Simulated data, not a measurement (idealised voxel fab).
Presented below is a process module, voxel transistor to metal.
Shown is cross-section cut, with a width of 150 nm and square cells of size 5 nm.
We lay out every cross-section as a grid of square cells and spell it out in bands from the top down, where one band means one or more rows of cells.
Band: top height; bottom height; in nm. Then, left to right: material with width in nm, for each material. "everywhere": a single material spanning edge to edge. "empty": empty space.
It should be noted that heights are counted from 0, beneath which the wafer as supplied is of one material throughout, and that the lowest band possesses no lower boundary but continues downward, as written in "0..down".
So if you see something like "30 to 40" for the width, read it as the top row of the band sitting at the first number and the bottom row at the second, with every row in between moving by the same amount as the last.
"remained unchanged" means the step left every cell of the cross-section as it was.
"Sealed internal cavities" - sealed voids, min. 8 cells, no opening to top; format: width x height at distance (distance from left edge; nm throughout).
Past the settings on a step's line: simulator remark, on that step.
For masked steps, "overlay nm" on the step line gives how far right of plan the mask actually lay; a minus sign means it lay to the left.

Planned process steps:
1: RECEIVE: material Si
2: CONFORMAL_DEP: material SiO2, thk nm 5
3: CONFORMAL_DEP: material SiN, thk nm 10
4: PATTERN: tone cover, mask id ACTIVE, material resist, width nm 115, thk nm 15, overlay nm 0
5: DIRECTIONAL_ETCH: etch materials SiN, depth nm 10
6: DIRECTIONAL_ETCH: etch materials SiO2, depth nm 5
7: DIRECTIONAL_ETCH: etch materials Si, depth nm 20
8: STRIP: etch materials resist
9: FILL_DEP: material SiO2, thk nm 15
10: CMP: height nm 15
11: SELECTIVE_ETCH: etch materials SiO2, depth nm 10
12: STRIP: etch materials SiN
13: SELECTIVE_ETCH: etch materials SiO2, depth nm 5
14: OXIDIZE: depth nm 5
15: DIRECTIONAL_DEP: material polySi, thk nm 20
16: DIRECTIONAL_DEP: material SiCN, thk nm 10
17: DIRECTIONAL_DEP: material aC, thk nm 10
18: PATTERN: tone cover, mask id GATE, material resist, width nm 35, thk nm 30, overlay nm 0
19: DIRECTIONAL_ETCH: etch materials aC, depth nm 10
20: STRIP: etch materials resist
21: DIRECTIONAL_ETCH: etch materials SiCN, depth nm 20
22: DIRECTIONAL_ETCH: etch materials polySi, depth nm 30
23: STRIP: etch materials aC
24: CONFORMAL_DEP: material SiN, thk nm 5
25: DIRECTIONAL_ETCH: etch materials SiN, depth nm 5
26: DIRECTIONAL_ETCH: etch materials SiO2, depth nm 5
27: DIRECTIONAL_ETCH: etch materials Si, depth nm 5
28: EPI: material SiGe, thk nm 10
29: FILL_DEP: material SiO2, thk nm 10
30: CMP: height nm 20
31: STRIP: etch materials polySi
32: SELECTIVE_ETCH: etch materials SiO2, depth nm 5
33: CONFORMAL_DEP: material HfO2, thk nm 5
34: CONFORMAL_DEP: material TiN, thk nm 5
35: FILL_DEP: material W, thk nm 5
36: CMP: height nm 15
37: DIRECTIONAL_DEP: material SiO2, thk nm 10
38: PATTERN: tone open, mask id CONTACT, material resist, width nm 15, pitch nm 90, thk nm 20, overlay nm 0
39: DIRECTIONAL_ETCH: etch materials SiO2, depth nm 25
40: STRIP: etch materials resist
41: CONFORMAL_DEP: material TiN, thk nm 5
42: FILL_DEP: material W, thk nm 5
43: CMP: height nm 25
44: CONFORMAL_DEP: material SiCN, thk nm 5
45: DIRECTIONAL_DEP: material lowk, thk nm 20
46: PATTERN: tone open, mask id METAL_1, material resist, width nm 15, pitch nm 90, thk nm 15, overlay nm 0
47: DIRECTIONAL_ETCH: etch materials lowk, depth nm 20
48: DIRECTIONAL_ETCH: etch materials SiCN, depth nm 5
49: STRIP: etch materials resist
50: CONFORMAL_DEP: material TiN, thk nm 5
51: FILL_DEP: material Ru, thk nm 5
52: CMP: height nm 50
53: EPI: material Ru, thk nm 5
54: FILL_DEP: material SiCN, thk nm 5

Cross-section of the incoming wafer, state after step 1:
    0..down = Si everywhere
    Sealed internal cavities: none

First of two wafers, end-of-module section, run followed plan:
    60..55 = SiCN everywhere
    55..50 = SiCN 15  Ru 25  SiCN 65  Ru 25  SiCN 20
    50..30 = lowk 20  TiN 5  Ru 5  TiN 5  lowk 75  TiN 5  Ru 5  TiN 5  lowk 25
    30..25 = SiCN 20  TiN 15  SiCN 75  TiN 15  SiCN 25
    25..15 = SiO2 20  TiN 5  W 5  TiN 5  SiO2 75  TiN 5  W 5  TiN 5  SiO2 25
    15..5 = SiO2 20  TiN 5  W 5  TiN 5  SiO2 15  SiN 5  HfO2 5  TiN 5  W 15  TiN 5  HfO2 5  SiN 5  SiO2 15  TiN 5  W 5  TiN 5  SiO2 25
    5..0 = SiO2 20  TiN 15  SiO2 5  SiGe 10  SiN 5  HfO2 5  TiN 25  HfO2 5  SiN 5  SiGe 10  SiO2 5  TiN 15  SiO2 25
    0..-5 = SiO2 10  SiGe 40  HfO2 45  SiGe 40  SiO2 15
    -5..-10 = SiO2 15  SiGe 35  Si 45  SiGe 35  SiO2 20
    -10..-20 = SiO2 15  Si 115  SiO2 20
    -20..down = Si everywhere
    Sealed internal cavities: none

Here is the second of the two wafers cut open at the end of the module - same start, same plan as the first one, but we made one mistake running it:
    60..55 = SiCN everywhere
    55..50 = SiCN 15  Ru 25  SiCN 65  Ru 25  SiCN 20
    50..30 = lowk 20  TiN 5  Ru 5  TiN 5  lowk 75  TiN 5  Ru 5  TiN 5  lowk 25
    30..25 = SiCN 20  TiN 15  SiCN 75  TiN 15  SiCN 25
    25..15 = SiO2 20  TiN 5  W 5  TiN 5  SiO2 75  TiN 5  W 5  TiN 5  SiO2 25
    15..10 = SiO2 20  TiN 5  W 5  TiN 5  SiO2 15  SiN 5  HfO2 5  TiN 5  W 15  TiN 5  HfO2 5  SiN 5  SiO2 15  TiN 5  W 5  TiN 5  SiO2 25
    10..5 = SiO2 20  TiN 15  SiO2 5  SiGe 10  SiN 5  HfO2 5  TiN 25  HfO2 5  SiN 5  SiGe 10  SiO2 5  TiN 15  SiO2 25
    5..0 = SiO2 10  SiN 5  SiGe 35  HfO2 45  SiGe 35  SiN 5  SiO2 15
    0..-5 = SiO2 20  SiGe 30  Si 45  SiGe 30  SiO2 25
    -5..-15 = SiO2 15  Si 115  SiO2 20
    -15..down = Si everywhere
    Sealed internal cavities: none
Which mistake was made when the wafer was run? step 2 changed vs plan, executed as CONFORMAL_DEP: material polySi, thk nm 5
Final difference in cells, second wafer against first, listed per material as more or fewer: 2 fewer of HfO2; 30 more of Si; 4 fewer of SiGe; 13 fewer of SiO2; 6 fewer of TiN; 5 fewer of W
